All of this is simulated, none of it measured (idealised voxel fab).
process module | voxel wiring stack
We display cut, a cross-section 235 nm in width whose square cells are each 5 nm.
Heads up, the way a cross-section reads in here is a grid of square cells, handed over as bands from the top down, with every band being one or more rows of cells.
Band entry format. Leading values: height of top, height of bottom, nm. Remainder: materials in left-to-right order, each with its width in nm. Special words: "full width" on a single material, which then fills the band edge to edge; "empty", empty space.
Beneath 0, the wafer as received is one material, and that level is where height counting begins. The lowest band goes on downward without a bottom; it is written like "0 -> down".
A width such as "30->40" changes by the same amount from each row of cells to the next, from the band's top row to its bottom row.
Given "nothing altered" for a step, no cell of the cross-section differs between before and after that step.
Closed-off voids: empty space of 8 cells or more with no open way to the top, each as width x height at its distance from the left edge, in nm
after a step's settings: what the simulator itself notes on the step
A step's line can hold "overlay nm"; with a mask on that step, the setting says how far right of the planned place the mask lay, while a negative setting says it lay to the left.
Every pair from here on: before one process step, after it. The after cross-section reaches only to the lowest band that changed. Below the pair: the step in between and its settings. Pairs can belong to different runs of this module on the same starting wafer; a pair carries on from the pair above only if the entry headed "Prior to step" says so.
PRIOR TO STEP
- 170 -> 155 = resist=45  empty=20  resist=20  empty=20  resist=20  empty=20  resist=20  empty=20  resist=50
- 155 -> 140 = SiO2=45  empty=20  SiO2=20  empty=20  SiO2=20  empty=20  SiO2=20  empty=20  SiO2=50
- 140 -> 135 = SiCN full width
- 135 -> 125 = lowk=45  TiN=5  Ru=5  TiN=5  lowk=65  TiN=5  Ru=5  TiN=5  lowk=95
- 125 -> 120 = SiCN=45  TiN=15  SiCN=65  TiN=15  SiCN=95
- 120 -> 105 = SiO2=45  Ru=20  SiO2=20  Ru=20  SiO2=20  Ru=20  SiO2=20  Ru=20  SiO2=50
- 105 -> 100 = SiO2=45  TiN=20  SiO2=20  TiN=20  SiO2=20  TiN=20  SiO2=20  TiN=20  SiO2=50
- 100 -> 90 = lowk=45  TiN=5  Ru=5  TiN=5  lowk=25  TiN=5  Ru=5  TiN=5  lowk=25  TiN=5  Ru=5  TiN=5  lowk=25  TiN=5  Ru=5  TiN=5  lowk=55
- 90 -> 85 = SiCN=45  TiN=15  SiCN=25  TiN=15  SiCN=25  TiN=15  SiCN=25  TiN=15  SiCN=55
- 85 -> 55 = lowk=45  TiN=5  Cu=10  TiN=5  lowk=20  TiN=5  Cu=10  TiN=5  lowk=20  TiN=5  Cu=10  TiN=5  lowk=20  TiN=5  Cu=10  TiN=5  lowk=50
- 55 -> 50 = lowk=45  TiN=5  Cu=5  TiN=10  lowk=20  TiN=20  lowk=20  TiN=5  Cu=5  TiN=10  lowk=20  TiN=20  lowk=50
- 50 -> 45 = SiCN=45  TiN=15  SiCN=65  TiN=15  SiCN=95
- 45 -> 40 = SiCN=40  Ru=30  SiCN=10  Ru=30  SiCN=10  Ru=30  SiCN=10  Ru=30  SiCN=45
- 40 -> 20 = SiO2=45  TiN=5  Ru=10  TiN=5  SiO2=20  TiN=5  Ru=10  TiN=5  SiO2=20  TiN=5  Ru=10  TiN=5  SiO2=20  TiN=5  Ru=10  TiN=5  SiO2=50
- 20 -> 15 = SiCN=45  TiN=20  SiCN=20  TiN=20  SiCN=20  TiN=20  SiCN=20  TiN=20  SiCN=50
- 15 -> 0 = SiO2 full width
- 0 -> down = Si full width
- Closed-off voids: none
AS PROCESSED
- 170 -> 155 = resist=45  empty=20  resist=20  empty=20  resist=20  empty=20  resist=20  empty=20  resist=50
- 155 -> 140 = SiO2=45  empty=20  SiO2=20  empty=20  SiO2=20  empty=20  SiO2=20  empty=20  SiO2=50
- 140 -> 135 = SiCN=45  empty=20  SiCN=20  empty=20  SiCN=20  empty=20  SiCN=20  empty=20  SiCN=50
- Heights below 135 show no change.
- Closed-off voids: none
Step between the cross-sections above: op DIRECTIONAL_ETCH | etch materials SiCN | depth nm 5
Prior to step: taken from the pair above, after panel.
AS PROCESSED
- 155 -> 140 = SiO2=45  empty=20  SiO2=20  empty=20  SiO2=20  empty=20  SiO2=20  empty=20  SiO2=50
- Heights below 140 show no change.
- Closed-off voids: none
Step between the cross-sections above: op STRIP | etch materials resist
Prior to step: taken from the pair above, after panel.
AS PROCESSED
- 160 -> 155 = TiN=50  empty=10  TiN=30  empty=10  TiN=30  empty=10  TiN=30  empty=10  TiN=55
- 155 -> 140 = SiO2=45  TiN=5  empty=10  TiN=5  SiO2=20  TiN=5  empty=10  TiN=5  SiO2=20  TiN=5  empty=10  TiN=5  SiO2=20  TiN=5  empty=10  TiN=5  SiO2=50
- 140 -> 135 = SiCN=45  TiN=20  SiCN=20  TiN=20  SiCN=20  TiN=20  SiCN=20  TiN=20  SiCN=50
- Heights below 135 show no change.
- Closed-off voids: none
Step between the cross-sections above: op CONFORMAL_DEP | material TiN | thk nm 5
Prior to step: taken from the pair above, after panel.
AS PROCESSED
- 165 -> 160 = Cu full width
- 160 -> 155 = TiN=50  Cu=10  TiN=30  Cu=10  TiN=30  Cu=10  TiN=30  Cu=10  TiN=55
- 155 -> 140 = SiO2=45  TiN=5  Cu=10  TiN=5  SiO2=20  TiN=5  Cu=10  TiN=5  SiO2=20  TiN=5  Cu=10  TiN=5  SiO2=20  TiN=5  Cu=10  TiN=5  SiO2=50
- Heights below 140 show no change.
- Closed-off voids: none
Step between the cross-sections above: op FILL_DEP | material Cu | thk nm 5
Prior to step: taken from the pair above, after panel.
AS PROCESSED
- 155 -> 140 = SiO2=45  TiN=5  Cu=10  TiN=5  SiO2=20  TiN=5  Cu=10  TiN=5  SiO2=20  TiN=5  Cu=10  TiN=5  SiO2=20  TiN=5  Cu=10  TiN=5  SiO2=50
- Heights below 140 show no change.
- Closed-off voids: none
Step between the cross-sections above: op CMP | height nm 155
Prior to step: taken from the pair above, after panel.
AS PROCESSED
- 160 -> 155 = SiN full width
- Heights below 155 show no change.
- Closed-off voids: none
Step between the cross-sections above: op CONFORMAL_DEP | material SiN | thk nm 5
PRIOR TO STEP
- 85 -> 70 = lowk=45  TiN=5  Cu=10  TiN=5  lowk=20  TiN=5  Cu=10  TiN=5  lowk=20  TiN=5  Cu=10  TiN=5  lowk=20  TiN=5  Cu=10  TiN=5  lowk=50
- 70 -> 65 = lowk=45  TiN=5  Cu=5  TiN=10  lowk=20  TiN=20  lowk=20  TiN=5  Cu=5  TiN=10  lowk=20  TiN=20  lowk=50
- 65 -> 50 = lowk=45  TiN=5  Cu=5  TiN=5  lowk=65  TiN=5  Cu=5  TiN=5  lowk=95
- 50 -> 45 = SiCN=45  TiN=15  SiCN=65  TiN=15  SiCN=95
- 45 -> 40 = SiCN=40  Ru=30  SiCN=10  Ru=30  SiCN=10  Ru=30  SiCN=10  Ru=30  SiCN=45
- 40 -> 20 = SiO2=45  TiN=5  Ru=10  TiN=5  SiO2=20  TiN=5  Ru=10  TiN=5  SiO2=20  TiN=5  Ru=10  TiN=5  SiO2=20  TiN=5  Ru=10  TiN=5  SiO2=50
- 20 -> 15 = SiCN=45  TiN=20  SiCN=20  TiN=20  SiCN=20  TiN=20  SiCN=20  TiN=20  SiCN=50
- 15 -> 0 = SiO2 full width
- 0 -> down = Si full width
- Closed-off voids: none
AS PROCESSED
- 95 -> 85 = lowk full width
- Heights below 85 show no change.
- Closed-off voids: none
Step between the cross-sections above: op DIRECTIONAL_DEP | material lowk | thk nm 10
Prior to step: taken from the pair above, after panel.
AS PROCESSED
- 100 -> 95 = SiCN full width
- Heights below 95 show no change.
- Closed-off voids: none
Step between the cross-sections above: op CONFORMAL_DEP | material SiCN | thk nm 5
Prior to step: taken from the pair above, after panel.
AS PROCESSED
- 100 -> 95 = SiCN=45  empty=15  SiCN=25  empty=15  SiCN=25  empty=15  SiCN=25  empty=15  SiCN=55
- Heights below 95 show no change.
- Closed-off voids: none
Step between the cross-sections above: op MASKED_ETCH | tone open | mask id PLUG_2 | width nm 15 | pitch nm 40 | etch materials SiCN | depth nm 5 | overlay nm 0
Prior to step: taken from the pair above, after panel.
AS PROCESSED
- 105 -> 100 = TiN=50  empty=5  TiN=35  empty=5  TiN=35  empty=5  TiN=35  empty=5  TiN=60
- 100 -> 95 = SiCN=45  TiN=15  SiCN=25  TiN=15  SiCN=25  TiN=15  SiCN=25  TiN=15  SiCN=55
- Heights below 95 show no change.
- Closed-off voids: none
Step between the cross-sections above: op CONFORMAL_DEP | material TiN | thk nm 5
Prior to step: taken from the pair above, after panel.
AS PROCESSED
- 115 -> 105 = Ru full width
- 105 -> 100 = TiN=50  Ru=5  TiN=35  Ru=5  TiN=35  Ru=5  TiN=35  Ru=5  TiN=60
- Heights below 100 show no change.
- Closed-off voids: none
Step between the cross-sections above: op FILL_DEP | material Ru | thk nm 10
Prior to step: taken from the pair above, after panel.
AS PROCESSED
- 100 -> 95 = SiCN=45  TiN=15  SiCN=25  TiN=15  SiCN=25  TiN=15  SiCN=25  TiN=15  SiCN=55
- Heights below 95 show no change.
- Closed-off voids: none
Step between the cross-sections above: op CMP | height nm 100
Prior to step: taken from the pair above, after panel.
AS PROCESSED
- 105 -> 100 = TiN full width
- Heights below 100 show no change.
- Closed-off voids: none
Step between the cross-sections above: op DIRECTIONAL_DEP | material TiN | thk nm 5
Prior to step: taken from the pair above, after panel.
AS PROCESSED
- 120 -> 105 = Ru full width
- Heights below 105 show no change.
- Closed-off voids: none
Step between the cross-sections above: op DIRECTIONAL_DEP | material Ru | thk nm 15
Prior to step: taken from the pair above, after panel.
AS PROCESSED
- 120 -> 105 = empty=45  Ru=20  empty=20  Ru=20  empty=20  Ru=20  empty=20  Ru=20  empty=50
- Heights below 105 show no change.
- Closed-off voids: none
Step between the cross-sections above: op MASKED_ETCH | tone cover | mask id METAL_3 | width nm 20 | pitch nm 40 | etch materials Ru | depth nm 15 | overlay nm 0
Prior to step: taken from the pair above, after panel.
AS PROCESSED
- 120 -> 105 = empty=45  Ru=20  empty=20  Ru=20  empty=20  Ru=20  empty=20  Ru=20  empty=50
- 105 -> 100 = empty=45  TiN=20  empty=20  TiN=20  empty=20  TiN=20  empty=20  TiN=20  empty=50
- Heights below 100 show no change.
- Closed-off voids: none
Step between the cross-sections above: op MASKED_ETCH | tone cover | mask id METAL_3 | width nm 20 | pitch nm 40 | etch materials TiN | depth nm 5 | overlay nm 0
Prior to step: taken from the pair above, after panel.
AS PROCESSED
- 130 -> 120 = SiO2 full width
- 120 -> 105 = SiO2=45  Ru=20  SiO2=20  Ru=20  SiO2=20  Ru=20  SiO2=20  Ru=20  SiO2=50
- 105 -> 100 = SiO2=45  TiN=20  SiO2=20  TiN=20  SiO2=20  TiN=20  SiO2=20  TiN=20  SiO2=50
- Heights below 100 show no change.
- Closed-off voids: none
Step between the cross-sections above: op FILL_DEP | material SiO2 | thk nm 10
Prior to step: taken from the pair above, after panel.
AS PROCESSED
- 120 -> 105 = SiO2=45  Ru=20  SiO2=20  Ru=20  SiO2=20  Ru=20  SiO2=20  Ru=20  SiO2=50
- Heights below 105 show no change.
- Closed-off voids: none
Step between the cross-sections above: op CMP | height nm 120
Prior to step: taken from the pair above, after panel.
AS PROCESSED
- 125 -> 120 = SiCN full width
- Heights below 120 show no change.
- Closed-off voids: none
Step between the cross-sections above: op CONFORMAL_DEP | material SiCN | thk nm 5
Prior to step: taken from the pair above, after panel.
AS PROCESSED
- 135 -> 125 = lowk full width
- Heights below 125 show no change.
- Closed-off voids: none
Step between the cross-sections above: op DIRECTIONAL_DEP | material lowk | thk nm 10
Prior to step: taken from the pair above, after panel.
AS PROCESSED
- 150 -> 135 = aC full width
- Heights below 135 show no change.
- Closed-off voids: none
Step between the cross-sections above: op DIRECTIONAL_DEP | material aC | thk nm 15
Prior to step: taken from the pair above, after panel.
AS PROCESSED
- 185 -> 150 = resist=45  empty=15  resist=65  empty=15  resist=95
- Heights below 150 show no change.
- Closed-off voids: none
Step between the cross-sections above: op PATTERN | tone open | mask id PLUG_3 | material resist | width nm 15 | pitch nm 80 | thk nm 35 | overlay nm 0
Prior to step: taken from the pair above, after panel.
AS PROCESSED
- 170 -> 150 = resist=45  empty=15  resist=65  empty=15  resist=95
- 150 -> 135 = aC=45  empty=15  aC=65  empty=15  aC=95
- Heights below 135 show no change.
- Closed-off voids: none
Step between the cross-sections above: op DIRECTIONAL_ETCH | etch materials aC | depth nm 15
Prior to step: taken from the pair above, after panel.
AS PROCESSED
- 150 -> 135 = aC=45  empty=15  aC=65  empty=15  aC=95
- Heights below 135 show no change.
- Closed-off voids: none
Step between the cross-sections above: op STRIP | etch materials resist
Prior to step: taken from the pair above, after panel.
AS PROCESSED
- 150 -> 135 = aC=45  empty=15  aC=65  empty=15  aC=95
- 135 -> 125 = lowk=45  empty=15  lowk=65  empty=15  lowk=95
- Heights below 125 show no change.
- Closed-off voids: none
Step between the cross-sections above: op DIRECTIONAL_ETCH | etch materials lowk | depth nm 10
Prior to step: taken from the pair above, after panel.
AS PROCESSED
- 150 -> 135 = aC=45  empty=15  aC=65  empty=15  aC=95
- 135 -> 125 = lowk=45  empty=15  lowk=65  empty=15  lowk=95
- 125 -> 120 = SiCN=45  empty=15  SiCN=65  empty=15  SiCN=95
- Heights below 120 show no change.
- Closed-off voids: none
Step between the cross-sections above: op DIRECTIONAL_ETCH | etch materials SiCN | depth nm 5
Prior to step: taken from the pair above, after panel.
AS PROCESSED
- 135 -> 125 = lowk=45  empty=15  lowk=65  empty=15  lowk=95
- Heights below 125 show no change.
- Closed-off voids: none
Step between the cross-sections above: op STRIP | etch materials aC
Prior to step: taken from the pair above, after panel.
AS PROCESSED
- 140 -> 135 = TiN=50  empty=5  TiN=75  empty=5  TiN=100
- 135 -> 125 = lowk=45  TiN=5  empty=5  TiN=5  lowk=65  TiN=5  empty=5  TiN=5  lowk=95
- 125 -> 120 = SiCN=45  TiN=15  SiCN=65  TiN=15  SiCN=95
- Heights below 120 show no change.
- Closed-off voids: none
Step between the cross-sections above: op CONFORMAL_DEP | material TiN | thk nm 5
Prior to step: taken from the pair above, after panel.
AS PROCESSED
- 150 -> 140 = Ru full width
- 140 -> 135 = TiN=50  Ru=5  TiN=75  Ru=5  TiN=100
- 135 -> 125 = lowk=45  TiN=5  Ru=5  TiN=5  lowk=65  TiN=5  Ru=5  TiN=5  lowk=95
- Heights below 125 show no change.
- Closed-off voids: none
Step between the cross-sections above: op FILL_DEP | material Ru | thk nm 10
Prior to step: taken from the pair above, after panel.
AS PROCESSED
- 135 -> 125 = lowk=45  TiN=5  Ru=5  TiN=5  lowk=65  TiN=5  Ru=5  TiN=5  lowk=95
- Heights below 125 show no change.
- Closed-off voids: none
Step between the cross-sections above: op CMP | height nm 135
Prior to step: taken from the pair above, after panel.
AS PROCESSED
- 140 -> 135 = SiCN full width
- Heights below 135 show no change.
- Closed-off voids: none
Step between the cross-sections above: op CONFORMAL_DEP | material SiCN | thk nm 5
Prior to step: taken from the pair above, after panel.
AS PROCESSED
- 155 -> 140 = SiO2 full width
- Heights below 140 show no change.
- Closed-off voids: none
Step between the cross-sections above: op DIRECTIONAL_DEP | material SiO2 | thk nm 15
Prior to step: taken from the pair above, after panel.
AS PROCESSED
- 170 -> 155 = resist=45  empty=20  resist=20  empty=20  resist=20  empty=20  resist=20  empty=20  resist=50
- Heights below 155 show no change.
- Closed-off voids: none
Step between the cross-sections above: op PATTERN | tone open | mask id METAL_4 | material resist | width nm 20 | pitch nm 40 | thk nm 15 | overlay nm 0
Prior to step: taken from the pair above, after panel.
AS PROCESSED
- 170 -> 155 = resist=45  empty=20  resist=20  empty=20  resist=20  empty=20  resist=20  empty=20  resist=50
- 155 -> 140 = SiO2=45  empty=20  SiO2=20  empty=20  SiO2=20  empty=20  SiO2=20  empty=20  SiO2=50
- Heights below 140 show no change.
- Closed-off voids: none
Step between the cross-sections above: op DIRECTIONAL_ETCH | etch materials SiO2 | depth nm 15
Prior to step: taken from the pair above, after panel.
AS PROCESSED
- 170 -> 155 = resist=45  empty=20  resist=20  empty=20  resist=20  empty=20  resist=20  empty=20  resist=50
- 155 -> 140 = SiO2=45  empty=20  SiO2=20  empty=20  SiO2=20  empty=20  SiO2=20  empty=20  SiO2=50
- 140 -> 135 = SiCN=45  empty=20  SiCN=20  empty=20  SiCN=20  empty=20  SiCN=20  empty=20  SiCN=50
- Heights below 135 show no change.
- Closed-off voids: none
Step between the cross-sections above: op DIRECTIONAL_ETCH | etch materials SiCN | depth nm 5
Prior to step: taken from the pair above, after panel.
AS PROCESSED
- 155 -> 140 = SiO2=45  empty=20  SiO2=20  empty=20  SiO2=20  empty=20  SiO2=20  empty=20  SiO2=50
- Heights below 140 show no change.
- Closed-off voids: none
Step between the cross-sections above: op STRIP | etch materials resist
Prior to step: taken from the pair above, after panel.
AS PROCESSED
- 160 -> 155 = TiN=50  empty=10  TiN=30  empty=10  TiN=30  empty=10  TiN=30  empty=10  TiN=55
- 155 -> 140 = SiO2=45  TiN=5  empty=10  TiN=5  SiO2=20  TiN=5  empty=10  TiN=5  SiO2=20  TiN=5  empty=10  TiN=5  SiO2=20  TiN=5  empty=10  TiN=5  SiO2=50
- 140 -> 135 = SiCN=45  TiN=20  SiCN=20  TiN=20  SiCN=20  TiN=20  SiCN=20  TiN=20  SiCN=50
- Heights below 135 show no change.
- Closed-off voids: none
Step between the cross-sections above: op CONFORMAL_DEP | material TiN | thk nm 5
Prior to step: taken from the pair above, after panel.
AS PROCESSED
- 165 -> 160 = Cu full width
- 160 -> 155 = TiN=50  Cu=10  TiN=30  Cu=10  TiN=30  Cu=10  TiN=30  Cu=10  TiN=55
- 155 -> 140 = SiO2=45  TiN=5  Cu=10  TiN=5  SiO2=20  TiN=5  Cu=10  TiN=5  SiO2=20  TiN=5  Cu=10  TiN=5  SiO2=20  TiN=5  Cu=10  TiN=5  SiO2=50
- Heights below 140 show no change.
- Closed-off voids: none
Step between the cross-sections above: op FILL_DEP | material Cu | thk nm 5
Prior to step: taken from the pair above, after panel.
AS PROCESSED
- 155 -> 140 = SiO2=45  TiN=5  Cu=10  TiN=5  SiO2=20  TiN=5  Cu=10  TiN=5  SiO2=20  TiN=5  Cu=10  TiN=5  SiO2=20  TiN=5  Cu=10  TiN=5  SiO2=50
- Heights below 140 show no change.
- Closed-off voids: none
Step between the cross-sections above: op CMP | height nm 155
Prior to step: taken from the pair above, after panel.
AS PROCESSED
- 160 -> 155 = SiN full width
- Heights below 155 show no change.
- Closed-off voids: none
Step between the cross-sections above: op CONFORMAL_DEP | material SiN | thk nm 5
PRIOR TO STEP
- 150 -> 140 = Ru full width
- 140 -> 135 = TiN=50  Ru=5  TiN=75  Ru=5  TiN=100
- 135 -> 125 = lowk=45  TiN=5  Ru=5  TiN=5  lowk=65  TiN=5  Ru=5  TiN=5  lowk=95
- 125 -> 120 = SiCN=45  TiN=15  SiCN=65  TiN=15  SiCN=95
- 120 -> 105 = SiO2=45  Ru=20  SiO2=20  Ru=20  SiO2=20  Ru=20  SiO2=20  Ru=20  SiO2=50
- 105 -> 100 = SiO2=45  TiN=20  SiO2=20  TiN=20  SiO2=20  TiN=20  SiO2=20  TiN=20  SiO2=50
- 100 -> 90 = lowk=45  TiN=5  Ru=5  TiN=5  lowk=25  TiN=5  Ru=5  TiN=5  lowk=25  TiN=5  Ru=5  TiN=5  lowk=25  TiN=5  Ru=5  TiN=5  lowk=55
- 90 -> 85 = SiCN=45  TiN=15  SiCN=25  TiN=15  SiCN=25  TiN=15  SiCN=25  TiN=15  SiCN=55
- 85 -> 70 = lowk=45  TiN=5  Cu=10  TiN=5  lowk=20  TiN=5  Cu=10  TiN=5  lowk=20  TiN=5  Cu=10  TiN=5  lowk=20  TiN=5  Cu=10  TiN=5  lowk=50
- 70 -> 65 = lowk=45  TiN=5  Cu=5  TiN=10  lowk=20  TiN=20  lowk=20  TiN=5  Cu=5  TiN=10  lowk=20  TiN=20  lowk=50
- 65 -> 50 = lowk=45  TiN=5  Cu=5  TiN=5  lowk=65  TiN=5  Cu=5  TiN=5  lowk=95
- 50 -> 45 = SiCN=45  TiN=15  SiCN=65  TiN=15  SiCN=95
- 45 -> 40 = SiCN=40  Ru=30  SiCN=10  Ru=30  SiCN=10  Ru=30  SiCN=10  Ru=30  SiCN=45
- 40 -> 20 = SiO2=45  TiN=5  Ru=10  TiN=5  SiO2=20  TiN=5  Ru=10  TiN=5  SiO2=20  TiN=5  Ru=10  TiN=5  SiO2=20  TiN=5  Ru=10  TiN=5  SiO2=50
- 20 -> 15 = SiCN=45  TiN=20  SiCN=20  TiN=20  SiCN=20  TiN=20  SiCN=20  TiN=20  SiCN=50
- 15 -> 0 = SiO2 full width
- 0 -> down = Si full width
- Closed-off voids: none
AS PROCESSED
- 125 -> 120 = SiCN=45  TiN=15  SiCN=65  TiN=15  SiCN=95
- Heights below 120 show no change.
- Closed-off voids: none
Step between the cross-sections above: op CMP | height nm 125
Prior to step: taken from the pair above, after panel.
AS PROCESSED
- 130 -> 125 = SiCN full width
- Heights below 125 show no change.
- Closed-off voids: none
Step between the cross-sections above: op CONFORMAL_DEP | material SiCN | thk nm 5
Prior to step: taken from the pair above, after panel.
AS PROCESSED
- 145 -> 130 = SiO2 full width
- Heights below 130 show no change.
- Closed-off voids: none
Step between the cross-sections above: op DIRECTIONAL_DEP | material SiO2 | thk nm 15
Prior to step: taken from the pair above, after panel.
AS PROCESSED
- 160 -> 145 = resist=45  empty=20  resist=20  empty=20  resist=20  empty=20  resist=20  empty=20  resist=50
- Heights below 145 show no change.
- Closed-off voids: none
Step between the cross-sections above: op PATTERN | tone open | mask id METAL_4 | material resist | width nm 20 | pitch nm 40 | thk nm 15 | overlay nm 0
Prior to step: taken from the pair above, after panel.
AS PROCESSED
- 160 -> 145 = resist=45  empty=20  resist=20  empty=20  resist=20  empty=20  resist=20  empty=20  resist=50
- 145 -> 130 = SiO2=45  empty=20  SiO2=20  empty=20  SiO2=20  empty=20  SiO2=20  empty=20  SiO2=50
- Heights below 130 show no change.
- Closed-off voids: none
Step between the cross-sections above: op DIRECTIONAL_ETCH | etch materials SiO2 | depth nm 15
Prior to step: taken from the pair above, after panel.
AS PROCESSED
- 160 -> 145 = resist=45  empty=20  resist=20  empty=20  resist=20  empty=20  resist=20  empty=20  resist=50
- 145 -> 130 = SiO2=45  empty=20  SiO2=20  empty=20  SiO2=20  empty=20  SiO2=20  empty=20  SiO2=50
- 130 -> 125 = SiCN=45  empty=20  SiCN=20  empty=20  SiCN=20  empty=20  SiCN=20  empty=20  SiCN=50
- Heights below 125 show no change.
- Closed-off voids: none
Step between the cross-sections above: op DIRECTIONAL_ETCH | etch materials SiCN | depth nm 5
Prior to step: taken from the pair above, after panel.
AS PROCESSED
- 145 -> 130 = SiO2=45  empty=20  SiO2=20  empty=20  SiO2=20  empty=20  SiO2=20  empty=20  SiO2=50
- Heights below 130 show no change.
- Closed-off voids: none
Step between the cross-sections above: op STRIP | etch materials resist
Prior to step: taken from the pair above, after panel.
AS PROCESSED
- 150 -> 145 = TiN=50  empty=10  TiN=30  empty=10  TiN=30  empty=10  TiN=30  empty=10  TiN=55
- 145 -> 130 = SiO2=45  TiN=5  empty=10  TiN=5  SiO2=20  TiN=5  empty=10  TiN=5  SiO2=20  TiN=5  empty=10  TiN=5  SiO2=20  TiN=5  empty=10  TiN=5  SiO2=50
- 130 -> 125 = SiCN=45  TiN=20  SiCN=20  TiN=20  SiCN=20  TiN=20  SiCN=20  TiN=20  SiCN=50
- Heights below 125 show no change.
- Closed-off voids: none
Step between the cross-sections above: op CONFORMAL_DEP | material TiN | thk nm 5
Prior to step: taken from the pair above, after panel.
AS PROCESSED
- 155 -> 150 = Cu full width
- 150 -> 145 = TiN=50  Cu=10  TiN=30  Cu=10  TiN=30  Cu=10  TiN=30  Cu=10  TiN=55
- 145 -> 130 = SiO2=45  TiN=5  Cu=10  TiN=5  SiO2=20  TiN=5  Cu=10  TiN=5  SiO2=20  TiN=5  Cu=10  TiN=5  SiO2=20  TiN=5  Cu=10  TiN=5  SiO2=50
- Heights below 130 show no change.
- Closed-off voids: none
Step between the cross-sections above: op FILL_DEP | material Cu | thk nm 5
Prior to step: taken from the pair above, after panel.
AS PROCESSED
- 160 -> 155 = SiN full width
- Heights below 155 show no change.
- Closed-off voids: none
Step between the cross-sections above: op CONFORMAL_DEP | material SiN | thk nm 5
PRIOR TO STEP
- 95 -> 85 = aC full width
- 85 -> 50 = lowk full width
- 50 -> 45 = SiCN full width
- 45 -> 40 = SiCN=40  Ru=30  SiCN=10  Ru=30  SiCN=10  Ru=30  SiCN=10  Ru=30  SiCN=45
- 40 -> 20 = SiO2=45  TiN=5  Ru=10  TiN=5  SiO2=20  TiN=5  Ru=10  TiN=5  SiO2=20  TiN=5  Ru=10  TiN=5  SiO2=20  TiN=5  Ru=10  TiN=5  SiO2=50
- 20 -> 15 = SiCN=45  TiN=20  SiCN=20  TiN=20  SiCN=20  TiN=20  SiCN=20  TiN=20  SiCN=50
- 15 -> 0 = SiO2 full width
- 0 -> down = Si full width
- Closed-off voids: none
AS PROCESSED
- 120 -> 95 = resist=50  empty=15  resist=25  empty=15  resist=25  empty=15  resist=25  empty=15  resist=50
- Heights below 95 show no change.
- Closed-off voids: none
Step between the cross-sections above: op PATTERN | tone open | mask id METAL_2 | material resist | width nm 15 | pitch nm 40 | thk nm 25 | overlay nm 0
Prior to step: taken from the pair above, after panel.
AS PROCESSED
- 110 -> 95 = resist=50  empty=15  resist=25  empty=15  resist=25  empty=15  resist=25  empty=15  resist=50
- 95 -> 85 = aC=50  empty=15  aC=25  empty=15  aC=25  empty=15  aC=25  empty=15  aC=50
- Heights below 85 show no change.
- Closed-off voids: none
Step between the cross-sections above: op DIRECTIONAL_ETCH | etch materials aC | depth nm 10
Prior to step: taken from the pair above, after panel.
AS PROCESSED
- 95 -> 85 = aC=50  empty=15  aC=25  empty=15  aC=25  empty=15  aC=25  empty=15  aC=50
- Heights below 85 show no change.
- Closed-off voids: none
Step between the cross-sections above: op STRIP | etch materials resist
Prior to step: taken from the pair above, after panel.
AS PROCESSED
- 95 -> 85 = aC=50  empty=15  aC=25  empty=15  aC=25  empty=15  aC=25  empty=15  aC=50
- 85 -> 65 = lowk=50  empty=15  lowk=25  empty=15  lowk=25  empty=15  lowk=25  empty=15  lowk=50
- Heights below 65 show no change.
- Closed-off voids: none
Step between the cross-sections above: op DIRECTIONAL_ETCH | etch materials lowk | depth nm 20
Prior to step: taken from the pair above, after panel.
AS PROCESSED
- 85 -> 65 = lowk=50  empty=15  lowk=25  empty=15  lowk=25  empty=15  lowk=25  empty=15  lowk=50
- Heights below 65 show no change.
- Closed-off voids: none
Step between the cross-sections above: op STRIP | etch materials aC
Prior to step: taken from the pair above, after panel.
AS PROCESSED
- 105 -> 85 = resist=45  empty=15  resist=65  empty=15  resist=95
- 85 -> 65 = lowk=50  empty=10  resist=5  lowk=25  resist=15  lowk=25  empty=10  resist=5  lowk=25  resist=15  lowk=50
- Heights below 65 show no change.
- Closed-off voids: none
Step between the cross-sections above: op PATTERN | tone open | mask id METAL_2_HOLES | material resist | width nm 15 | pitch nm 80 | thk nm 20 | overlay nm 0
Prior to step: taken from the pair above, after panel.
AS PROCESSED
- 105 -> 85 = resist=45  empty=15  resist=65  empty=15  resist=95
- 85 -> 70 = lowk=45  empty=15  resist=5  lowk=25  resist=15  lowk=20  empty=15  resist=5  lowk=25  resist=15  lowk=50
- 70 -> 65 = lowk=50  empty=10  resist=5  lowk=25  resist=15  lowk=25  empty=10  resist=5  lowk=25  resist=15  lowk=50
- 65 -> 50 = lowk=50  empty=10  lowk=70  empty=10  lowk=95
- Heights below 50 show no change.
- Closed-off voids: none
Step between the cross-sections above: op DIRECTIONAL_ETCH | etch materials lowk | depth nm 15
Prior to step: taken from the pair above, after panel.
AS PROCESSED
- 105 -> 85 = resist=45  empty=15  resist=65  empty=15  resist=95
- 85 -> 70 = lowk=45  empty=15  resist=5  lowk=25  resist=15  lowk=20  empty=15  resist=5  lowk=25  resist=15  lowk=50
- 70 -> 65 = lowk=50  empty=10  resist=5  lowk=25  resist=15  lowk=25  empty=10  resist=5  lowk=25  resist=15  lowk=50
- 65 -> 50 = lowk=50  empty=10  lowk=70  empty=10  lowk=95
- 50 -> 45 = SiCN=50  empty=10  SiCN=70  empty=10  SiCN=95
- Heights below 45 show no change.
- Closed-off voids: none
Step between the cross-sections above: op DIRECTIONAL_ETCH | etch materials SiCN | depth nm 5
Prior to step: taken from the pair above, after panel.
AS PROCESSED
- 85 -> 70 = lowk=45  empty=20  lowk=25  empty=15  lowk=20  empty=20  lowk=25  empty=15  lowk=50
- 70 -> 65 = lowk=50  empty=15  lowk=25  empty=15  lowk=25  empty=15  lowk=25  empty=15  lowk=50
- Heights below 65 show no change.
- Closed-off voids: none
Step between the cross-sections above: op STRIP | etch materials resist
Prior to step: taken from the pair above, after panel.
AS PROCESSED
- 90 -> 85 = TiN=50  empty=10  TiN=35  empty=5  TiN=30  empty=10  TiN=35  empty=5  TiN=55
- 85 -> 75 = lowk=45  TiN=5  empty=10  TiN=5  lowk=25  TiN=5  empty=5  TiN=5  lowk=20  TiN=5  empty=10  TiN=5  lowk=25  TiN=5  empty=5  TiN=5  lowk=50
- 75 -> 70 = lowk=45  TiN=10  empty=5  TiN=5  lowk=25  TiN=5  empty=5  TiN=5  lowk=20  TiN=10  empty=5  TiN=5  lowk=25  TiN=5  empty=5  TiN=5  lowk=50
- 70 -> 65 = lowk=50  TiN=15  lowk=25  TiN=15  lowk=25  TiN=15  lowk=25  TiN=15  lowk=50
- 65 -> 50 = lowk=50  TiN=10  lowk=70  TiN=10  lowk=95
- 50 -> 45 = SiCN=50  TiN=10  SiCN=70  TiN=10  SiCN=95
- Heights below 45 show no change.
- Closed-off voids: none
Step between the cross-sections above: op CONFORMAL_DEP | material TiN | thk nm 5
